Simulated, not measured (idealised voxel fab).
This section sets out a process module, namely voxel self aligned vias.
The width of the displayed cross-section, cut, is 260 nm; its cells are square, with a size of 5 nm.
Notation: cross-section as square-cell grid; stated in bands, top first, going down; one or more cell rows per band. For a band, the entry starts with two heights in nm, that of the top and then that of the bottom, and carries on with the band's materials in order from left to right, each alongside its width in nm; the word "edge to edge" beside a single material means it fills the band edge to edge, and "air" means empty space. A quick word on heights: they are counted from 0, and under that level the wafer as it came to us is one material throughout. The lowest band is different from the rest in having no bottom; it simply continues downward, written as in "top 0, no bottom". Think of "30->40" as a width that walks from the first number to the second as you go down the band, top row to bottom row, taking equal-sized steps from row to row. The designation "no alteration", where it is given for a processing step, indicates that no cell of the cross-section was altered in the course of that step. What "Closed void catalog" gives you is every empty space of 8 cells or more that is cut off from the top. Each appears as width x height at distance, with the distance taken from the left edge and width, height and distance all in nm. Where a step's line continues beyond its settings, the continuation is a remark by the simulator itself on that step. overlay nm: step with mask; distance mask lay right of planned place; negative value = left of planned place. Quick note on how to read the rest: it's all pairs. You get the cross-section before a process step and the one after, but the after one only goes down as far as the lowest band that changed. The step in between, with its settings, sits under the pair. Heads up, the pairs can come from different runs of this module on the same starting wafer, so don't assume a pair picks up from the one above unless its "Geometry before processing" entry says it does.

Geometry before processing:
* top 0, no bottom = Si edge to edge
* Closed void catalog: none

State After Step:
* top 10, bottom 0 = SiO2 edge to edge
* Everything under 0 stays put, no change at all.
* Closed void catalog: none
Can you name the step between the two cross-sections above? It is CONFORMAL_DEP with material SiO2, thk nm 10

Geometry before processing: the cross-section after the pair above

State After Step:
* top 15, bottom 10 = SiCN edge to edge
* Everything under 10 stays put, no change at all.
* Closed void catalog: none
Can you name the step between the two cross-sections above? It is CONFORMAL_DEP with material SiCN, thk nm 5

Geometry before processing: the cross-section after the pair above

State After Step:
* top 35, bottom 15 = lowk edge to edge
* Everything under 15 stays put, no change at all.
* Closed void catalog: none
Can you name the step between the two cross-sections above? It is DIRECTIONAL_DEP with material lowk, thk nm 20

Geometry before processing: the cross-section after the pair above

State After Step:
* top 50, bottom 35 = aC edge to edge
* Everything under 35 stays put, no change at all.
* Closed void catalog: none
Can you name the step between the two cross-sections above? It is DIRECTIONAL_DEP with material aC, thk nm 15

Geometry before processing: the cross-section after the pair above

State After Step:
* top 85, bottom 50 = 80 nm resist  25 nm air  50 nm resist  25 nm air  80 nm resist
* Everything under 50 stays put, no change at all.
* Closed void catalog: none
Can you name the step between the two cross-sections above? It is PATTERN with tone open, mask id LINES, material resist, width nm 25, pitch nm 75, thk nm 35, overlay nm 0

Geometry before processing: the cross-section after the pair above

State After Step:
* top 70, bottom 50 = 80 nm resist  25 nm air  50 nm resist  25 nm air  80 nm resist
* top 50, bottom 35 = 80 nm aC  25 nm air  50 nm aC  25 nm air  80 nm aC
* Everything under 35 stays put, no change at all.
* Closed void catalog: none
Can you name the step between the two cross-sections above? It is DIRECTIONAL_ETCH with etch materials aC, depth nm 15

Geometry before processing: the cross-section after the pair above

State After Step:
* top 50, bottom 35 = 80 nm aC  25 nm air  50 nm aC  25 nm air  80 nm aC
* Everything under 35 stays put, no change at all.
* Closed void catalog: none
Can you name the step between the two cross-sections above? It is STRIP with etch materials resist

Geometry before processing: the cross-section after the pair above

State After Step:
* top 50, bottom 35 = 80 nm aC  25 nm air  50 nm aC  25 nm air  80 nm aC
* top 35, bottom 15 = 80 nm lowk  25 nm air  50 nm lowk  25 nm air  80 nm lowk
* Everything under 15 stays put, no change at all.
* Closed void catalog: none
Can you name the step between the two cross-sections above? It is DIRECTIONAL_ETCH with etch materials lowk, depth nm 20

Geometry before processing: the cross-section after the pair above

State After Step:
* top 35, bottom 15 = 80 nm lowk  25 nm air  50 nm lowk  25 nm air  80 nm lowk
* Everything under 15 stays put, no change at all.
* Closed void catalog: none
Can you name the step between the two cross-sections above? It is STRIP with etch materials aC

Geometry before processing: the cross-section after the pair above

State After Step:
* top 40, bottom 35 = 85 nm TiN  15 nm air  60 nm TiN  15 nm air  85 nm TiN
* top 35, bottom 20 = 80 nm lowk  5 nm TiN  15 nm air  5 nm TiN  50 nm lowk  5 nm TiN  15 nm air  5 nm TiN  80 nm lowk
* top 20, bottom 15 = 80 nm lowk  25 nm TiN  50 nm lowk  25 nm TiN  80 nm lowk
* Everything under 15 stays put, no change at all.
* Closed void catalog: none
Can you name the step between the two cross-sections above? It is CONFORMAL_DEP with material TiN, thk nm 5

Geometry before processing: the cross-section after the pair above

State After Step:
* top 50, bottom 40 = W edge to edge
* top 40, bottom 35 = 85 nm TiN  15 nm W  60 nm TiN  15 nm W  85 nm TiN
* top 35, bottom 20 = 80 nm lowk  5 nm TiN  15 nm W  5 nm TiN  50 nm lowk  5 nm TiN  15 nm W  5 nm TiN  80 nm lowk
* Everything under 20 stays put, no change at all.
* Closed void catalog: none
Can you name the step between the two cross-sections above? It is FILL_DEP with material W, thk nm 10

Geometry before processing: the cross-section after the pair above

State After Step:
* top 35, bottom 20 = 80 nm lowk  5 nm TiN  15 nm W  5 nm TiN  50 nm lowk  5 nm TiN  15 nm W  5 nm TiN  80 nm lowk
* Everything under 20 stays put, no change at all.
* Closed void catalog: none
Can you name the step between the two cross-sections above? It is CMP with height nm 35

Geometry before processing: the cross-section after the pair above

State After Step:
* top 35, bottom 30 = 80 nm lowk  25 nm air  50 nm lowk  25 nm air  80 nm lowk
* Everything under 30 stays put, no change at all.
* Closed void catalog: none
Can you name the step between the two cross-sections above? It is SELECTIVE_ETCH with etch materials W Ru TiN, depth nm 5

Geometry before processing: the cross-section after the pair above

State After Step:
* top 45, bottom 35 = SiN edge to edge
* top 35, bottom 30 = 80 nm lowk  25 nm SiN  50 nm lowk  25 nm SiN  80 nm lowk
* Everything under 30 stays put, no change at all.
* Closed void catalog: none
Can you name the step between the two cross-sections above? It is FILL_DEP with material SiN, thk nm 10

Geometry before processing: the cross-section after the pair above

State After Step:
* top 35, bottom 30 = 80 nm lowk  25 nm SiN  50 nm lowk  25 nm SiN  80 nm lowk
* Everything under 30 stays put, no change at all.
* Closed void catalog: none
Can you name the step between the two cross-sections above? It is CMP with height nm 35

Geometry before processing: the cross-section after the pair above

State After Step:
* top 50, bottom 35 = lowk edge to edge
* Everything under 35 stays put, no change at all.
* Closed void catalog: none
Can you name the step between the two cross-sections above? It is DIRECTIONAL_DEP with material lowk, thk nm 15

Geometry before processing: the cross-section after the pair above

State After Step:
* top 50, bottom 35 = 70 nm lowk  45 nm air  145 nm lowk
* Everything under 35 stays put, no change at all.
* Closed void catalog: none
Can you name the step between the two cross-sections above? It is MASKED_ETCH with tone open, mask id VIAS, width nm 45, etch materials lowk, depth nm 15, overlay nm 0

Geometry before processing: the cross-section after the pair above

State After Step:
* top 50, bottom 35 = 70 nm lowk  45 nm air  145 nm lowk
* top 35, bottom 30 = 80 nm lowk  25 nm air  50 nm lowk  25 nm SiN  80 nm lowk
* Everything under 30 stays put, no change at all.
* Closed void catalog: none
Can you name the step between the two cross-sections above? It is MASKED_ETCH with tone open, mask id VIAS, width nm 45, etch materials SiN, depth nm 5, overlay nm 0

Geometry before processing: the cross-section after the pair above

State After Step:
* top 55, bottom 50 = 75 nm TiN  35 nm air  150 nm TiN
* top 50, bottom 40 = 70 nm lowk  5 nm TiN  35 nm air  5 nm TiN  145 nm lowk
* top 40, bottom 35 = 70 nm lowk  15 nm TiN  15 nm air  15 nm TiN  145 nm lowk
* top 35, bottom 30 = 80 nm lowk  25 nm TiN  50 nm lowk  25 nm SiN  80 nm lowk
* Everything under 30 stays put, no change at all.
* Closed void catalog: none
Can you name the step between the two cross-sections above? It is CONFORMAL_DEP with material TiN, thk nm 5

Geometry before processing: the cross-section after the pair above

State After Step:
* top 60, bottom 55 = Cu edge to edge
* top 55, bottom 50 = 75 nm TiN  35 nm Cu  150 nm TiN
* top 50, bottom 40 = 70 nm lowk  5 nm TiN  35 nm Cu  5 nm TiN  145 nm lowk
* top 40, bottom 35 = 70 nm lowk  15 nm TiN  15 nm Cu  15 nm TiN  145 nm lowk
* Everything under 35 stays put, no change at all.
* Closed void catalog: none
Can you name the step between the two cross-sections above? It is FILL_DEP with material Cu, thk nm 5

Geometry before processing: the cross-section after the pair above

State After Step:
* top 50, bottom 40 = 70 nm lowk  5 nm TiN  35 nm Cu  5 nm TiN  145 nm lowk
* Everything under 40 stays put, no change at all.
* Closed void catalog: none
Can you name the step between the two cross-sections above? It is CMP with height nm 50

Geometry before processing: the cross-section after the pair above

State After Step:
* top 55, bottom 50 = SiN edge to edge
* Everything under 50 stays put, no change at all.
* Closed void catalog: none
Can you name the step between the two cross-sections above? It is CONFORMAL_DEP with material SiN, thk nm 5

Geometry before processing:
* top 10, bottom 0 = SiO2 edge to edge
* top 0, no bottom = Si edge to edge
* Closed void catalog: none

State After Step:
* top 30, bottom 10 = lowk edge to edge
* Everything under 10 stays put, no change at all.
* Closed void catalog: none
Can you name the step between the two cross-sections above? It is DIRECTIONAL_DEP with material lowk, thk nm 20

Geometry before processing: the cross-section after the pair above

State After Step:
* top 45, bottom 30 = aC edge to edge
* Everything under 30 stays put, no change at all.
* Closed void catalog: none
Can you name the step between the two cross-sections above? It is DIRECTIONAL_DEP with material aC, thk nm 15

Geometry before processing: the cross-section after the pair above

State After Step:
* top 80, bottom 45 = 80 nm resist  25 nm air  50 nm resist  25 nm air  80 nm resist
* Everything under 45 stays put, no change at all.
* Closed void catalog: none
Can you name the step between the two cross-sections above? It is PATTERN with tone open, mask id LINES, material resist, width nm 25, pitch nm 75, thk nm 35, overlay nm 0

Geometry before processing: the cross-section after the pair above

State After Step:
* top 65, bottom 45 = 80 nm resist  25 nm air  50 nm resist  25 nm air  80 nm resist
* top 45, bottom 30 = 80 nm aC  25 nm air  50 nm aC  25 nm air  80 nm aC
* Everything under 30 stays put, no change at all.
* Closed void catalog: none
Can you name the step between the two cross-sections above? It is DIRECTIONAL_ETCH with etch materials aC, depth nm 15

Geometry before processing: the cross-section after the pair above

State After Step:
* top 45, bottom 30 = 80 nm aC  25 nm air  50 nm aC  25 nm air  80 nm aC
* Everything under 30 stays put, no change at all.
* Closed void catalog: none
Can you name the step between the two cross-sections above? It is STRIP with etch materials resist

Geometry before processing: the cross-section after the pair above

State After Step:
* top 45, bottom 30 = 80 nm aC  25 nm air  50 nm aC  25 nm air  80 nm aC
* top 30, bottom 10 = 80 nm lowk  25 nm air  50 nm lowk  25 nm air  80 nm lowk
* Everything under 10 stays put, no change at all.
* Closed void catalog: none
Can you name the step between the two cross-sections above? It is DIRECTIONAL_ETCH with etch materials lowk, depth nm 20

Geometry before processing: the cross-section after the pair above

State After Step:
* top 30, bottom 10 = 80 nm lowk  25 nm air  50 nm lowk  25 nm air  80 nm lowk
* Everything under 10 stays put, no change at all.
* Closed void catalog: none
Can you name the step between the two cross-sections above? It is STRIP with etch materials aC

Geometry before processing: the cross-section after the pair above

State After Step:
* top 35, bottom 30 = 85 nm TiN  15 nm air  60 nm TiN  15 nm air  85 nm TiN
* top 30, bottom 15 = 80 nm lowk  5 nm TiN  15 nm air  5 nm TiN  50 nm lowk  5 nm TiN  15 nm air  5 nm TiN  80 nm lowk
* top 15, bottom 10 = 80 nm lowk  25 nm TiN  50 nm lowk  25 nm TiN  80 nm lowk
* Everything under 10 stays put, no change at all.
* Closed void catalog: none
Can you name the step between the two cross-sections above? It is CONFORMAL_DEP with material TiN, thk nm 5

Geometry before processing: the cross-section after the pair above

State After Step:
* top 45, bottom 35 = W edge to edge
* top 35, bottom 30 = 85 nm TiN  15 nm W  60 nm TiN  15 nm W  85 nm TiN
* top 30, bottom 15 = 80 nm lowk  5 nm TiN  15 nm W  5 nm TiN  50 nm lowk  5 nm TiN  15 nm W  5 nm TiN  80 nm lowk
* Everything under 15 stays put, no change at all.
* Closed void catalog: none
Can you name the step between the two cross-sections above? It is FILL_DEP with material W, thk nm 10

Geometry before processing: the cross-section after the pair above

State After Step:
* top 35, bottom 30 = 85 nm TiN  15 nm W  60 nm TiN  15 nm W  85 nm TiN
* Everything under 30 stays put, no change at all.
* Closed void catalog: none
Can you name the step between the two cross-sections above? It is CMP with height nm 35

Geometry before processing: the cross-section after the pair above

State After Step:
* top 30, bottom 15 = 80 nm lowk  5 nm TiN  15 nm W  5 nm TiN  50 nm lowk  5 nm TiN  15 nm W  5 nm TiN  80 nm lowk
* Everything under 15 stays put, no change at all.
* Closed void catalog: none
Can you name the step between the two cross-sections above? It is SELECTIVE_ETCH with etch materials W Ru TiN, depth nm 5

Geometry before processing: the cross-section after the pair above

State After Step:
* top 40, bottom 30 = SiN edge to edge
* Everything under 30 stays put, no change at all.
* Closed void catalog: none
Can you name the step between the two cross-sections above? It is FILL_DEP with material SiN, thk nm 10

Geometry before processing: the cross-section after the pair above

State After Step:
* top 35, bottom 30 = SiN edge to edge
* Everything under 30 stays put, no change at all.
* Closed void catalog: none
Can you name the step between the two cross-sections above? It is CMP with height nm 35

Geometry before processing: the cross-section after the pair above

State After Step:
* top 50, bottom 35 = lowk edge to edge
* Everything under 35 stays put, no change at all.
* Closed void catalog: none
Can you name the step between the two cross-sections above? It is DIRECTIONAL_DEP with material lowk, thk nm 15

Geometry before processing: the cross-section after the pair above

State After Step:
* top 50, bottom 35 = 70 nm lowk  45 nm air  145 nm lowk
* Everything under 35 stays put, no change at all.
* Closed void catalog: none
Can you name the step between the two cross-sections above? It is MASKED_ETCH with tone open, mask id VIAS, width nm 45, etch materials lowk, depth nm 15, overlay nm 0

Geometry before processing: the cross-section after the pair above

State After Step:
* top 50, bottom 35 = 70 nm lowk  45 nm air  145 nm lowk
* top 35, bottom 30 = 70 nm SiN  45 nm air  145 nm SiN
* Everything under 30 stays put, no change at all.
* Closed void catalog: none
Can you name the step between the two cross-sections above? It is MASKED_ETCH with tone open, mask id VIAS, width nm 45, etch materials SiN, depth nm 5, overlay nm 0

Geometry before processing: the cross-section after the pair above

State After Step:
* top 55, bottom 50 = 75 nm TiN  35 nm air  150 nm TiN
* top 50, bottom 35 = 70 nm lowk  5 nm TiN  35 nm air  5 nm TiN  145 nm lowk
* top 35, bottom 30 = 70 nm SiN  45 nm TiN  145 nm SiN
* Everything under 30 stays put, no change at all.
* Closed void catalog: none
Can you name the step between the two cross-sections above? It is CONFORMAL_DEP with material TiN, thk nm 5

Geometry before processing: the cross-section after the pair above

State After Step:
* top 60, bottom 55 = Cu edge to edge
* top 55, bottom 50 = 75 nm TiN  35 nm Cu  150 nm TiN
* top 50, bottom 35 = 70 nm lowk  5 nm TiN  35 nm Cu  5 nm TiN  145 nm lowk
* Everything under 35 stays put, no change at all.
* Closed void catalog: none
Can you name the step between the two cross-sections above? It is FILL_DEP with material Cu, thk nm 5

Geometry before processing: the cross-section after the pair above

State After Step:
* top 50, bottom 35 = 70 nm lowk  5 nm TiN  35 nm Cu  5 nm TiN  145 nm lowk
* Everything under 35 stays put, no change at all.
* Closed void catalog: none
Can you name the step between the two cross-sections above? It is CMP with height nm 50

Geometry before processing: the cross-section after the pair above

State After Step:
* top 55, bottom 50 = SiN edge to edge
* Everything under 50 stays put, no change at all.
* Closed void catalog: none
Can you name the step between the two cross-sections above? It is CONFORMAL_DEP with material SiN, thk nm 5

Geometry before processing:
* top 50, bottom 35 = 70 nm lowk  45 nm air  145 nm lowk
* top 35, bottom 30 = 80 nm lowk  25 nm SiN  50 nm lowk  25 nm SiN  80 nm lowk
* top 30, bottom 20 = 80 nm lowk  5 nm TiN  15 nm W  5 nm TiN  50 nm lowk  5 nm TiN  15 nm W  5 nm TiN  80 nm lowk
* top 20, bottom 15 = 80 nm lowk  25 nm TiN  50 nm lowk  25 nm TiN  80 nm lowk
* top 15, bottom 10 = SiCN edge to edge
* top 10, bottom 0 = SiO2 edge to edge
* top 0, no bottom = Si edge to edge
* Closed void catalog: none

State After Step:
* top 50, bottom 35 = 70 nm lowk  45 nm air  145 nm lowk
* top 35, bottom 30 = 70 nm lowk  10 nm air  25 nm SiN  10 nm air  40 nm lowk  25 nm SiN  80 nm lowk
* top 30, bottom 20 = 70 nm lowk  10 nm air  5 nm TiN  15 nm W  5 nm TiN  10 nm air  40 nm lowk  5 nm TiN  15 nm W  5 nm TiN  80 nm lowk
* Everything under 20 stays put, no change at all.
* Closed void catalog: none
Can you name the step between the two cross-sections above? It is MASKED_ETCH with tone open, mask id VIAS, width nm 45, etch materials lowk, depth nm 15, overlay nm 0

Geometry before processing: the cross-section after the pair above

State After Step:
* top 50, bottom 35 = 70 nm lowk  45 nm air  145 nm lowk
* top 35, bottom 30 = 70 nm lowk  45 nm air  40 nm lowk  25 nm SiN  80 nm lowk
* Everything under 30 stays put, no change at all.
* Closed void catalog: none
Can you name the step between the two cross-sections above? It is MASKED_ETCH with tone open, mask id VIAS, width nm 45, etch materials SiN, depth nm 5, overlay nm 0

Geometry before processing: the cross-section after the pair above

State After Step:
* top 55, bottom 50 = 75 nm TiN  35 nm air  150 nm TiN
* top 50, bottom 35 = 70 nm lowk  5 nm TiN  35 nm air  5 nm TiN  145 nm lowk
* top 35, bottom 30 = 70 nm lowk  45 nm TiN  40 nm lowk  25 nm SiN  80 nm lowk
* top 30, bottom 20 = 70 nm lowk  15 nm TiN  15 nm W  15 nm TiN  40 nm lowk  5 nm TiN  15 nm W  5 nm TiN  80 nm lowk
* Everything under 20 stays put, no change at all.
* Closed void catalog: none
Can you name the step between the two cross-sections above? It is CONFORMAL_DEP with material TiN, thk nm 5

Geometry before processing: the cross-section after the pair above

State After Step:
* top 60, bottom 55 = Cu edge to edge
* top 55, bottom 50 = 75 nm TiN  35 nm Cu  150 nm TiN
* top 50, bottom 35 = 70 nm lowk  5 nm TiN  35 nm Cu  5 nm TiN  145 nm lowk
* Everything under 35 stays put, no change at all.
* Closed void catalog: none
Can you name the step between the two cross-sections above? It is FILL_DEP with material Cu, thk nm 5

Geometry before processing: the cross-section after the pair above

State After Step:
* top 50, bottom 35 = 70 nm lowk  5 nm TiN  35 nm Cu  5 nm TiN  145 nm lowk
* Everything under 35 stays put, no change at all.
* Closed void catalog: none
Can you name the step between the two cross-sections above? It is CMP with height nm 50

Geometry before processing: the cross-section after the pair above

State After Step:
* top 55, bottom 50 = SiN edge to edge
* Everything under 50 stays put, no change at all.
* Closed void catalog: none
Can you name the step between the two cross-sections above? It is CONFORMAL_DEP with material SiN, thk nm 5

Geometry before processing:
* top 0, no bottom = Si edge to edge
* Closed void catalog: none

State After Step:
* top 5, bottom 0 = SiCN edge to edge
* Everything under 0 stays put, no change at all.
* Closed void catalog: none
Can you name the step between the two cross-sections above? It is CONFORMAL_DEP with material SiCN, thk nm 5

Geometry before processing: the cross-section after the pair above

State After Step:
* top 15, bottom 5 = SiO2 edge to edge
* Everything under 5 stays put, no change at all.
* Closed void catalog: none
Can you name the step between the two cross-sections above? It is CONFORMAL_DEP with material SiO2, thk nm 10

Geometry before processing: the cross-section after the pair above

State After Step:
* top 35, bottom 15 = lowk edge to edge
* Everything under 15 stays put, no change at all.
* Closed void catalog: none
Can you name the step between the two cross-sections above? It is DIRECTIONAL_DEP with material lowk, thk nm 20

Geometry before processing: the cross-section after the pair above

State After Step:
* top 50, bottom 35 = aC edge to edge
* Everything under 35 stays put, no change at all.
* Closed void catalog: none
Can you name the step between the two cross-sections above? It is DIRECTIONAL_DEP with material aC, thk nm 15

Geometry before processing: the cross-section after the pair above

State After Step:
* top 85, bottom 50 = 80 nm resist  25 nm air  50 nm resist  25 nm air  80 nm resist
* Everything under 50 stays put, no change at all.
* Closed void catalog: none
Can you name the step between the two cross-sections above? It is PATTERN with tone open, mask id LINES, material resist, width nm 25, pitch nm 75, thk nm 35, overlay nm 0

Geometry before processing: the cross-section after the pair above

State After Step:
* top 70, bottom 50 = 80 nm resist  25 nm air  50 nm resist  25 nm air  80 nm resist
* top 50, bottom 35 = 80 nm aC  25 nm air  50 nm aC  25 nm air  80 nm aC
* Everything under 35 stays put, no change at all.
* Closed void catalog: none
Can you name the step between the two cross-sections above? It is DIRECTIONAL_ETCH with etch materials aC, depth nm 15

Geometry before processing: the cross-section after the pair above

State After Step:
* top 50, bottom 35 = 80 nm aC  25 nm air  50 nm aC  25 nm air  80 nm aC
* Everything under 35 stays put, no change at all.
* Closed void catalog: none
Can you name the step between the two cross-sections above? It is STRIP with etch materials resist

Geometry before processing: the cross-section after the pair above

State After Step:
* top 50, bottom 35 = 80 nm aC  25 nm air  50 nm aC  25 nm air  80 nm aC
* top 35, bottom 15 = 80 nm lowk  25 nm air  50 nm lowk  25 nm air  80 nm lowk
* Everything under 15 stays put, no change at all.
* Closed void catalog: none
Can you name the step between the two cross-sections above? It is DIRECTIONAL_ETCH with etch materials lowk, depth nm 20

Geometry before processing: the cross-section after the pair above

State After Step:
* top 35, bottom 15 = 80 nm lowk  25 nm air  50 nm lowk  25 nm air  80 nm lowk
* Everything under 15 stays put, no change at all.
* Closed void catalog: none
Can you name the step between the two cross-sections above? It is STRIP with etch materials aC

Geometry before processing: the cross-section after the pair above

State After Step:
* top 40, bottom 35 = 85 nm TiN  15 nm air  60 nm TiN  15 nm air  85 nm TiN
* top 35, bottom 20 = 80 nm lowk  5 nm TiN  15 nm air  5 nm TiN  50 nm lowk  5 nm TiN  15 nm air  5 nm TiN  80 nm lowk
* top 20, bottom 15 = 80 nm lowk  25 nm TiN  50 nm lowk  25 nm TiN  80 nm lowk
* Everything under 15 stays put, no change at all.
* Closed void catalog: none
Can you name the step between the two cross-sections above? It is CONFORMAL_DEP with material TiN, thk nm 5

Geometry before processing: the cross-section after the pair above

State After Step:
* top 50, bottom 40 = W edge to edge
* top 40, bottom 35 = 85 nm TiN  15 nm W  60 nm TiN  15 nm W  85 nm TiN
* top 35, bottom 20 = 80 nm lowk  5 nm TiN  15 nm W  5 nm TiN  50 nm lowk  5 nm TiN  15 nm W  5 nm TiN  80 nm lowk
* Everything under 20 stays put, no change at all.
* Closed void catalog: none
Can you name the step between the two cross-sections above? It is FILL_DEP with material W, thk nm 10

Geometry before processing: the cross-section after the pair above

State After Step:
* top 35, bottom 20 = 80 nm lowk  5 nm TiN  15 nm W  5 nm TiN  50 nm lowk  5 nm TiN  15 nm W  5 nm TiN  80 nm lowk
* Everything under 20 stays put, no change at all.
* Closed void catalog: none
Can you name the step between the two cross-sections above? It is CMP with height nm 35

Geometry before processing: the cross-section after the pair above

State After Step:
* top 35, bottom 30 = 80 nm lowk  25 nm air  50 nm lowk  25 nm air  80 nm lowk
* Everything under 30 stays put, no change at all.
* Closed void catalog: none
Can you name the step between the two cross-sections above? It is SELECTIVE_ETCH with etch materials W Ru TiN, depth nm 5

Geometry before processing: the cross-section after the pair above

State After Step:
* top 45, bottom 35 = SiN edge to edge
* top 35, bottom 30 = 80 nm lowk  25 nm SiN  50 nm lowk  25 nm SiN  80 nm lowk
* Everything under 30 stays put, no change at all.
* Closed void catalog: none
Can you name the step between the two cross-sections above? It is FILL_DEP with material SiN, thk nm 10

Geometry before processing: the cross-section after the pair above

State After Step:
* top 35, bottom 30 = 80 nm lowk  25 nm SiN  50 nm lowk  25 nm SiN  80 nm lowk
* Everything under 30 stays put, no change at all.
* Closed void catalog: none
Can you name the step between the two cross-sections above? It is CMP with height nm 35

Geometry before processing: the cross-section after the pair above

State After Step:
* top 50, bottom 35 = lowk edge to edge
* Everything under 35 stays put, no change at all.
* Closed void catalog: none
Can you name the step between the two cross-sections above? It is DIRECTIONAL_DEP with material lowk, thk nm 15

Geometry before processing: the cross-section after the pair above

State After Step:
* top 50, bottom 35 = 70 nm lowk  45 nm air  145 nm lowk
* Everything under 35 stays put, no change at all.
* Closed void catalog: none
Can you name the step between the two cross-sections above? It is MASKED_ETCH with tone open, mask id VIAS, width nm 45, etch materials lowk, depth nm 15, overlay nm 0

Geometry before processing: the cross-section after the pair above

State After Step:
* top 50, bottom 35 = 70 nm lowk  45 nm air  145 nm lowk
* top 35, bottom 30 = 80 nm lowk  25 nm air  50 nm lowk  25 nm SiN  80 nm lowk
* Everything under 30 stays put, no change at all.
* Closed void catalog: none
Can you name the step between the two cross-sections above? It is MASKED_ETCH with tone open, mask id VIAS, width nm 45, etch materials SiN, depth nm 5, overlay nm 0

Geometry before processing: the cross-section after the pair above

State After Step:
* top 55, bottom 50 = 75 nm TiN  35 nm air  150 nm TiN
* top 50, bottom 40 = 70 nm lowk  5 nm TiN  35 nm air  5 nm TiN  145 nm lowk
* top 40, bottom 35 = 70 nm lowk  15 nm TiN  15 nm air  15 nm TiN  145 nm lowk
* top 35, bottom 30 = 80 nm lowk  25 nm TiN  50 nm lowk  25 nm SiN  80 nm lowk
* Everything under 30 stays put, no change at all.
* Closed void catalog: none
Can you name the step between the two cross-sections above? It is CONFORMAL_DEP with material TiN, thk nm 5

Geometry before processing: the cross-section after the pair above

State After Step:
* top 60, bottom 55 = Cu edge to edge
* top 55, bottom 50 = 75 nm TiN  35 nm Cu  150 nm TiN
* top 50, bottom 40 = 70 nm lowk  5 nm TiN  35 nm Cu  5 nm TiN  145 nm lowk
* top 40, bottom 35 = 70 nm lowk  15 nm TiN  15 nm Cu  15 nm TiN  145 nm lowk
* Everything under 35 stays put, no change at all.
* Closed void catalog: none
Can you name the step between the two cross-sections above? It is FILL_DEP with material Cu, thk nm 5

Geometry before processing: the cross-section after the pair above

State After Step:
* top 50, bottom 40 = 70 nm lowk  5 nm TiN  35 nm Cu  5 nm TiN  145 nm lowk
* Everything under 40 stays put, no change at all.
* Closed void catalog: none
Can you name the step between the two cross-sections above? It is CMP with height nm 50

Geometry before processing: the cross-section after the pair above

State After Step:
* top 55, bottom 50 = SiN edge to edge
* Everything under 50 stays put, no change at all.
* Closed void catalog: none
Can you name the step between the two cross-sections above? It is CONFORMAL_DEP with material SiN, thk nm 5

Geometry before processing:
* top 15, bottom 10 = SiCN edge to edge
* top 10, bottom 0 = SiO2 edge to edge
* top 0, no bottom = Si edge to edge
* Closed void catalog: none

State After Step:
* top 30, bottom 15 = lowk edge to edge
* Everything under 15 stays put, no change at all.
* Closed void catalog: none
Can you name the step between the two cross-sections above? It is DIRECTIONAL_DEP with material lowk, thk nm 15

Geometry before processing: the cross-section after the pair above

State After Step:
* top 45, bottom 30 = aC edge to edge
* Everything under 30 stays put, no change at all.
* Closed void catalog: none
Can you name the step between the two cross-sections above? It is DIRECTIONAL_DEP with material aC, thk nm 15

Geometry before processing: the cross-section after the pair above

State After Step:
* top 80, bottom 45 = 80 nm resist  25 nm air  50 nm resist  25 nm air  80 nm resist
* Everything under 45 stays put, no change at all.
* Closed void catalog: none
Can you name the step between the two cross-sections above? It is PATTERN with tone open, mask id LINES, material resist, width nm 25, pitch nm 75, thk nm 35, overlay nm 0

Geometry before processing: the cross-section after the pair above

State After Step:
* top 65, bottom 45 = 80 nm resist  25 nm air  50 nm resist  25 nm air  80 nm resist
* top 45, bottom 30 = 80 nm aC  25 nm air  50 nm aC  25 nm air  80 nm aC
* Everything under 30 stays put, no change at all.
* Closed void catalog: none
Can you name the step between the two cross-sections above? It is DIRECTIONAL_ETCH with etch materials aC, depth nm 15

Geometry before processing: the cross-section after the pair above

State After Step:
* top 45, bottom 30 = 80 nm aC  25 nm air  50 nm aC  25 nm air  80 nm aC
* Everything under 30 stays put, no change at all.
* Closed void catalog: none
Can you name the step between the two cross-sections above? It is STRIP with etch materials resist

Geometry before processing: the cross-section after the pair above

State After Step:
* top 45, bottom 30 = 80 nm aC  25 nm air  50 nm aC  25 nm air  80 nm aC
* top 30, bottom 15 = 80 nm lowk  25 nm air  50 nm lowk  25 nm air  80 nm lowk
* Everything under 15 stays put, no change at all.
* Closed void catalog: none
Can you name the step between the two cross-sections above? It is DIRECTIONAL_ETCH with etch materials lowk, depth nm 20

Geometry before processing: the cross-section after the pair above

State After Step:
* top 30, bottom 15 = 80 nm lowk  25 nm air  50 nm lowk  25 nm air  80 nm lowk
* Everything under 15 stays put, no change at all.
* Closed void catalog: none
Can you name the step between the two cross-sections above? It is STRIP with etch materials aC

Geometry before processing: the cross-section after the pair above

State After Step:
* top 35, bottom 30 = 85 nm TiN  15 nm air  60 nm TiN  15 nm air  85 nm TiN
* top 30, bottom 20 = 80 nm lowk  5 nm TiN  15 nm air  5 nm TiN  50 nm lowk  5 nm TiN  15 nm air  5 nm TiN  80 nm lowk
* top 20, bottom 15 = 80 nm lowk  25 nm TiN  50 nm lowk  25 nm TiN  80 nm lowk
* Everything under 15 stays put, no change at all.
* Closed void catalog: none
Can you name the step between the two cross-sections above? It is CONFORMAL_DEP with material TiN, thk nm 5

Geometry before processing: the cross-section after the pair above

State After Step:
* top 45, bottom 35 = W edge to edge
* top 35, bottom 30 = 85 nm TiN  15 nm W  60 nm TiN  15 nm W  85 nm TiN
* top 30, bottom 20 = 80 nm lowk  5 nm TiN  15 nm W  5 nm TiN  50 nm lowk  5 nm TiN  15 nm W  5 nm TiN  80 nm lowk
* Everything under 20 stays put, no change at all.
* Closed void catalog: none
Can you name the step between the two cross-sections above? It is FILL_DEP with material W, thk nm 10

Geometry before processing: the cross-section after the pair above

State After Step:
* top 35, bottom 30 = 85 nm TiN  15 nm W  60 nm TiN  15 nm W  85 nm TiN
* Everything under 30 stays put, no change at all.
* Closed void catalog: none
Can you name the step between the two cross-sections above? It is CMP with height nm 35

Geometry before processing: the cross-section after the pair above

State After Step:
* top 30, bottom 20 = 80 nm lowk  5 nm TiN  15 nm W  5 nm TiN  50 nm lowk  5 nm TiN  15 nm W  5 nm TiN  80 nm lowk
* Everything under 20 stays put, no change at all.
* Closed void catalog: none
Can you name the step between the two cross-sections above? It is SELECTIVE_ETCH with etch materials W Ru TiN, depth nm 5

Geometry before processing: the cross-section after the pair above

State After Step:
* top 40, bottom 30 = SiN edge to edge
* Everything under 30 stays put, no change at all.
* Closed void catalog: none
Can you name the step between the two cross-sections above? It is FILL_DEP with material SiN, thk nm 10

Geometry before processing: the cross-section after the pair above

State After Step:
* top 35, bottom 30 = SiN edge to edge
* Everything under 30 stays put, no change at all.
* Closed void catalog: none
Can you name the step between the two cross-sections above? It is CMP with height nm 35
